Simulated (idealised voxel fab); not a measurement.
process module | voxel transistor to metal
cross-section cut | 275 nm wide | cells 5 nm
A cross-section is a grid of square cells, given in bands from the top down. A band is one or more rows of cells.
Each band's line starts with the height of the band's top and of its bottom, in nm. Then come its materials from left to right, each with its width in nm. One material with "throughout" fills the band from edge to edge. "air" is empty space.
Height 0 is the level under which the wafer as received is all one material. The lowest band goes on downwards, as in "0 down".
A width such as "30 to 40" changes by the same amount from each row of cells to the next, from the band's top row to its bottom row.
"no change" after a step means that no cell of the cross-section changed.
closed voids: empty space of 8 cells or more with no open way to the top, each as width x height at its distance from the left edge, in nm
after a step's settings: what the simulator itself notes on the step
overlay nm, on a step with a mask: how far to the right of its planned place the mask lay; to the left if negative
plan
1 op RECEIVE | material Si
2 op OXIDIZE | depth nm 5
3 op CONFORMAL_DEP | material SiN | thk nm 10
4 op PATTERN | tone cover | mask id ACTIVE | material resist | width nm 105 | pitch nm 135 | thk nm 20 | overlay nm 0
5 op DIRECTIONAL_ETCH | etch materials SiN | depth nm 10
6 op DIRECTIONAL_ETCH | etch materials SiO2 | depth nm 5
7 op DIRECTIONAL_ETCH | etch materials Si | depth nm 35
8 op STRIP | etch materials resist
9 op FILL_DEP | material SiO2 | thk nm 15
10 op CMP | height nm 10
11 op SELECTIVE_ETCH | etch materials SiO2 | depth nm 5
12 op STRIP | etch materials SiN
13 op SELECTIVE_ETCH | etch materials SiO2 | depth nm 5
14 op OXIDIZE | depth nm 5
15 op DIRECTIONAL_DEP | material polySi | thk nm 30
16 op DIRECTIONAL_DEP | material SiCN | thk nm 15
17 op PATTERN | tone cover | mask id GATE | material resist | width nm 35 | pitch nm 135 | thk nm 15 | overlay nm 0
18 op DIRECTIONAL_ETCH | etch materials SiCN | depth nm 25
19 op DIRECTIONAL_ETCH | etch materials polySi | depth nm 40
20 op STRIP | etch materials resist
21 op CONFORMAL_DEP | material SiO2 | thk nm 5
22 op DIRECTIONAL_ETCH | etch materials SiO2 | depth nm 5
23 op CONFORMAL_DEP | material SiN | thk nm 5
24 op DIRECTIONAL_ETCH | etch materials SiN | depth nm 5
25 op DIRECTIONAL_ETCH | etch materials SiO2 | depth nm 5
26 op DIRECTIONAL_ETCH | etch materials Si | depth nm 10
27 op EPI | material nSi | thk nm 10
28 op FILL_DEP | material SiO2 | thk nm 10
29 op CMP | height nm 25
30 op STRIP | etch materials polySi
31 op SELECTIVE_ETCH | etch materials SiO2 | depth nm 5
32 op CONFORMAL_DEP | material HfO2 | thk nm 5
33 op CONFORMAL_DEP | material TiN | thk nm 5
34 op FILL_DEP | material W | thk nm 10
35 op CMP | height nm 20
36 op DIRECTIONAL_DEP | material SiO2 | thk nm 10
37 op PATTERN | tone open | mask id CONTACT | material resist | width nm 15 | thk nm 15 | overlay nm 0
38 op DIRECTIONAL_ETCH | etch materials SiO2 | depth nm 30
39 op STRIP | etch materials resist
40 op CONFORMAL_DEP | material TiN | thk nm 5
41 op FILL_DEP | material W | thk nm 10
42 op CMP | height nm 30
43 op DIRECTIONAL_DEP | material TiN | thk nm 5
44 op DIRECTIONAL_DEP | material Ru | thk nm 25
45 op DIRECTIONAL_DEP | material aC | thk nm 15
46 op PATTERN | tone cover | mask id METAL_1 | material resist | width nm 15 | thk nm 35 | overlay nm 0
47 op DIRECTIONAL_ETCH | etch materials aC | depth nm 15
48 op STRIP | etch materials resist
49 op DIRECTIONAL_ETCH | etch materials Ru | depth nm 25
50 op DIRECTIONAL_ETCH | etch materials TiN | depth nm 5
51 op STRIP | etch materials aC
52 op FILL_DEP | material SiO2 | thk nm 5
53 op CMP | height nm 60
54 op CONFORMAL_DEP | material SiCN | thk nm 5
55 op DIRECTIONAL_DEP | material SiO2 | thk nm 30
56 op MASKED_ETCH | tone open | mask id METAL_2 | width nm 15 | pitch nm 135 | etch materials SiO2 | depth nm 15 | overlay nm 0
57 op DIRECTIONAL_DEP | material aC | thk nm 15
58 op PATTERN | tone open | mask id METAL_2_HOLES | material resist | width nm 15 | pitch nm 135 | thk nm 30 | overlay nm 0
59 op DIRECTIONAL_ETCH | etch materials aC | depth nm 15
60 op STRIP | etch materials resist
61 op DIRECTIONAL_ETCH | etch materials SiO2 | depth nm 15
62 op DIRECTIONAL_ETCH | etch materials SiCN | depth nm 5
63 op STRIP | etch materials aC
64 op CONFORMAL_DEP | material TiN | thk nm 5
65 op FILL_DEP | material Cu | thk nm 10
66 op CMP | height nm 95
67 op CONFORMAL_DEP | material SiN | thk nm 5
as received, after step 1
  0 down: Si throughout
  closed voids: none
a wafer at the end: this start, this plan, one mistake
  100 to 95: SiN throughout
  95 to 65: SiO2 20 | TiN 5 | Cu 5 | TiN 5 | SiO2 120 | TiN 5 | Cu 5 | TiN 5 | SiO2 105
  65 to 60: SiCN 20 | TiN 15 | SiCN 120 | TiN 15 | SiCN 105
  60 to 35: Ru 20 | SiO2 15 | Ru 65 | SiO2 15 | Ru 40 | SiO2 15 | Ru 65 | SiO2 15 | Ru 25
  35 to 30: TiN 20 | SiO2 15 | TiN 65 | SiO2 15 | TiN 40 | SiO2 15 | TiN 65 | SiO2 15 | TiN 25
  30 to 20: SiO2 20 | TiN 5 | W 5 | TiN 5 | SiO2 65 | TiN 5 | W 5 | TiN 5 | SiO2 40 | TiN 5 | W 5 | TiN 5 | SiO2 65 | TiN 5 | W 5 | TiN 5 | SiO2 25
  20 to 5: SiO2 20 | TiN 5 | W 5 | TiN 5 | SiO2 5 | SiN 5 | HfO2 5 | TiN 5 | W 25 | TiN 5 | HfO2 5 | SiN 5 | SiO2 5 | TiN 5 | W 5 | TiN 5 | SiO2 40 | TiN 5 | W 5 | TiN 5 | SiO2 5 | SiN 5 | HfO2 5 | TiN 5 | W 25 | TiN 5 | HfO2 5 | SiN 5 | SiO2 5 | TiN 5 | W 5 | TiN 5 | SiO2 25
  5 to 0: SiO2 20 | TiN 15 | SiO2 5 | SiN 5 | HfO2 5 | TiN 5 | W 25 | TiN 5 | HfO2 5 | SiN 5 | SiO2 5 | TiN 15 | SiO2 40 | TiN 15 | SiO2 5 | SiN 5 | HfO2 5 | TiN 5 | W 25 | TiN 5 | HfO2 5 | SiN 5 | SiO2 5 | TiN 15 | SiO2 25
  0 to -5: SiO2 15 | SiN 5 | nSi 20 | SiN 5 | HfO2 5 | TiN 35 | HfO2 5 | SiN 5 | nSi 20 | SiN 5 | SiO2 30 | SiN 5 | nSi 20 | SiN 5 | HfO2 5 | TiN 35 | HfO2 5 | SiN 5 | nSi 20 | SiN 5 | SiO2 20
  -5 to -10: SiO2 20 | nSi 20 | SiO2 5 | HfO2 45 | SiO2 5 | nSi 20 | SiO2 40 | nSi 20 | SiO2 5 | HfO2 45 | SiO2 5 | nSi 20 | SiO2 25
  -10 to -20: SiO2 15 | Si 5 | nSi 20 | Si 55 | nSi 20 | Si 5 | SiO2 30 | Si 5 | nSi 20 | Si 55 | nSi 20 | Si 5 | SiO2 20
  -20 to -40: SiO2 15 | Si 105 | SiO2 30 | Si 105 | SiO2 20
  -40 down: Si throughout
  closed voids: none
what went wrong: step 46 ran as: op PATTERN | tone open | mask id METAL_1 | material resist | width nm 15 | thk nm 35 | overlay nm 0
